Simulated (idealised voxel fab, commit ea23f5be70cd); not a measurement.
This is a process module. Its name is voxel plated lines.
cross-section cut | 140 nm wide | cells 5 nm
Cross-sections here: square-cell grids, written as top-down lists of bands, a band being one or more rows of cells. Per band: top height and bottom height in nm, followed by the left-to-right materials and their widths in nm; "everywhere" marks a single material spanning edge to edge, "blank" marks empty space. For the purposes of this specification, 0 denotes the height below which the wafer in its as-received condition is composed wholly of one material, and the lowermost band, lacking a lower limit, extends downward without end, as expressed in "top 0, no bottom". The notation "30..40" denotes a width that varies across the rows of cells in the band, beginning at the first number in the top row, finishing at the second number in the bottom row, and changing by an identical amount from each row to the next. What does "no modification" mean for a step? It means no cell of the cross-section changed in that step. Enclosed void listing: empty space of 8 cells or more with no open way to the top, each as width x height at its distance from the left edge, in nm. On each step's line, the part that comes after the settings is the simulator's own comment on the step. Each step line may optionally specify "overlay nm", which for a step with a mask gives the rightward distance between the mask's planned place and where it lay, a negative value indicating the leftward direction.

BELOW IS THE LIST OF PLANNED PROCESS STEPS
1 RECEIVE,material Si
2 CONFORMAL_DEP,material SiN,thk nm 5
3 DIRECTIONAL_DEP,material TiN,thk nm 5
4 PATTERN,tone open,mask id LINES,material resist,width nm 20,pitch nm 45,thk nm 20,overlay nm 0
5 EPI,material Ru,thk nm 10
6 STRIP,etch materials resist
7 DIRECTIONAL_ETCH,etch materials TiN,depth nm 5
8 CONFORMAL_DEP,material SiCN,thk nm 10

CROSS-SECTIONAL VIEW OF THE WAFER IN ITS AS-RECEIVED CONDITION, CORRESPONDING TO THE STATE AFTER STEP 1
top 0, no bottom | Si everywhere
Enclosed void listing: none

STARTING WAFER: ABOVE. PLAN: ABOVE. RUN: ONE MISTAKE. CROSS-SECTION AFTER THE MODULE: BELOW
top 30, bottom 20 | 10 blank  35 SiCN  10 blank  35 SiCN  10 blank  35 SiCN  5 blank
top 20, bottom 15 | 10 blank  10 SiCN  15 Ru  10 SiCN  10 blank  10 SiCN  15 Ru  10 SiCN  10 blank  10 SiCN  15 Ru  10 SiCN  5 blank
top 15, bottom 10 | 20 SiCN  15 Ru  30 SiCN  15 Ru  30 SiCN  15 Ru  15 SiCN
top 10, bottom 5 | 20 SiCN  15 TiN  30 SiCN  15 TiN  30 SiCN  15 TiN  15 SiCN
top 5, bottom 0 | SiN everywhere
top 0, no bottom | Si everywhere
Enclosed void listing: none
In executing the process, a mistake was made relative to the plan: contrary to plan, step 4 was performed as PATTERN,tone open,mask id LINES,material resist,width nm 15,pitch nm 45,thk nm 20,overlay nm 0
